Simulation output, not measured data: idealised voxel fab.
process module | voxel trench capacitor
cross-section cut | 270 nm wide | cells 5 nm
A cross-section is a grid of square cells, given in bands from the top down. A band is one or more rows of cells.
Each band's line starts with the height of the band's top and of its bottom, in nm. Then come its materials from left to right, each with its width in nm. One material with "throughout" fills the band from edge to edge. "air" is empty space.
Height 0 is the level under which the wafer as received is all one material. The lowest band goes on downwards, as in "0 down".
A width such as "30 to 40" changes by the same amount from each row of cells to the next, from the band's top row to its bottom row.
"no change" after a step means that no cell of the cross-section changed.
closed voids: empty space of 8 cells or more with no open way to the top, each as width x height at its distance from the left edge, in nm
after a step's settings: what the simulator itself notes on the step
overlay nm, on a step with a mask: how far to the right of its planned place the mask lay; to the left if negative
plan
1 op RECEIVE | material Si
2 op CONFORMAL_DEP | material SiN | thk nm 5
3 op MASKED_ETCH | tone open | mask id TRENCH | width nm 15 | pitch nm 40 | etch materials SiN | depth nm 5 | overlay nm 0
4 op MASKED_ETCH | tone open | mask id TRENCH | width nm 15 | pitch nm 40 | etch materials Si | depth nm 30 | overlay nm 0
5 op CONFORMAL_DEP | material Al2O3 | thk nm 5
6 op FILL_DEP | material polySi | thk nm 10
7 op CMP | height nm 5
first wafer, as planned
as received, after step 1
  0 down: Si throughout
  closed voids: none
after step 2
  5 to 0: SiN throughout
  below 0: unchanged
after step 3
  5 to 0: SiN 85 | air 15 | SiN 25 | air 15 | SiN 25 | air 15 | SiN 90
  below 0: unchanged
after step 4
  5 to 0: SiN 85 | air 15 | SiN 25 | air 15 | SiN 25 | air 15 | SiN 90
  0 to -30: Si 85 | air 15 | Si 25 | air 15 | Si 25 | air 15 | Si 90
  below -30: unchanged
after step 5
  10 to 5: Al2O3 90 | air 5 | Al2O3 35 | air 5 | Al2O3 35 | air 5 | Al2O3 95
  5 to 0: SiN 85 | Al2O3 5 | air 5 | Al2O3 5 | SiN 25 | Al2O3 5 | air 5 | Al2O3 5 | SiN 25 | Al2O3 5 | air 5 | Al2O3 5 | SiN 90
  0 to -25: Si 85 | Al2O3 5 | air 5 | Al2O3 5 | Si 25 | Al2O3 5 | air 5 | Al2O3 5 | Si 25 | Al2O3 5 | air 5 | Al2O3 5 | Si 90
  -25 to -30: Si 85 | Al2O3 15 | Si 25 | Al2O3 15 | Si 25 | Al2O3 15 | Si 90
  below -30: unchanged
after step 6
  20 to 10: polySi throughout
  10 to 5: Al2O3 90 | polySi 5 | Al2O3 35 | polySi 5 | Al2O3 35 | polySi 5 | Al2O3 95
  5 to 0: SiN 85 | Al2O3 5 | polySi 5 | Al2O3 5 | SiN 25 | Al2O3 5 | polySi 5 | Al2O3 5 | SiN 25 | Al2O3 5 | polySi 5 | Al2O3 5 | SiN 90
  0 to -25: Si 85 | Al2O3 5 | polySi 5 | Al2O3 5 | Si 25 | Al2O3 5 | polySi 5 | Al2O3 5 | Si 25 | Al2O3 5 | polySi 5 | Al2O3 5 | Si 90
  below -25: unchanged
after step 7
  5 to 0: SiN 85 | Al2O3 5 | polySi 5 | Al2O3 5 | SiN 25 | Al2O3 5 | polySi 5 | Al2O3 5 | SiN 25 | Al2O3 5 | polySi 5 | Al2O3 5 | SiN 90
  below 0: unchanged
second wafer: like start, like plan, one mistake. Through step 2 it matches the first wafer
when step 3 should have ended
  5 to 0: SiN 80 | air 25 | SiN 15 | air 25 | SiN 15 | air 25 | SiN 85
  below 0: unchanged
when step 4 should have ended
  5 to 0: SiN 80 | air 25 | SiN 15 | air 25 | SiN 15 | air 25 | SiN 85
  0 to -30: Si 85 | air 15 | Si 25 | air 15 | Si 25 | air 15 | Si 90
  below -30: unchanged
when step 5 should have ended
  10 to 5: Al2O3 85 | air 15 | Al2O3 25 | air 15 | Al2O3 25 | air 15 | Al2O3 90
  5 to 0: SiN 80 | Al2O3 10 | air 5 | Al2O3 10 | SiN 15 | Al2O3 10 | air 5 | Al2O3 10 | SiN 15 | Al2O3 10 | air 5 | Al2O3 10 | SiN 85
  0 to -25: Si 85 | Al2O3 5 | air 5 | Al2O3 5 | Si 25 | Al2O3 5 | air 5 | Al2O3 5 | Si 25 | Al2O3 5 | air 5 | Al2O3 5 | Si 90
  -25 to -30: Si 85 | Al2O3 15 | Si 25 | Al2O3 15 | Si 25 | Al2O3 15 | Si 90
  below -30: unchanged
when step 6 should have ended
  20 to 10: polySi throughout
  10 to 5: Al2O3 85 | polySi 15 | Al2O3 25 | polySi 15 | Al2O3 25 | polySi 15 | Al2O3 90
  5 to 0: SiN 80 | Al2O3 10 | polySi 5 | Al2O3 10 | SiN 15 | Al2O3 10 | polySi 5 | Al2O3 10 | SiN 15 | Al2O3 10 | polySi 5 | Al2O3 10 | SiN 85
  0 to -25: Si 85 | Al2O3 5 | polySi 5 | Al2O3 5 | Si 25 | Al2O3 5 | polySi 5 | Al2O3 5 | Si 25 | Al2O3 5 | polySi 5 | Al2O3 5 | Si 90
  below -25: unchanged
when step 7 should have ended
  5 to 0: SiN 80 | Al2O3 10 | polySi 5 | Al2O3 10 | SiN 15 | Al2O3 10 | polySi 5 | Al2O3 10 | SiN 15 | Al2O3 10 | polySi 5 | Al2O3 10 | SiN 85
  below 0: unchanged
what went wrong: step 3 ran as: op MASKED_ETCH | tone open | mask id TRENCH | width nm 25 | pitch nm 40 | etch materials SiN | depth nm 5 | overlay nm 0
at the end the second wafer has, in cells: 6 more of Al2O3 | 6 fewer of SiN
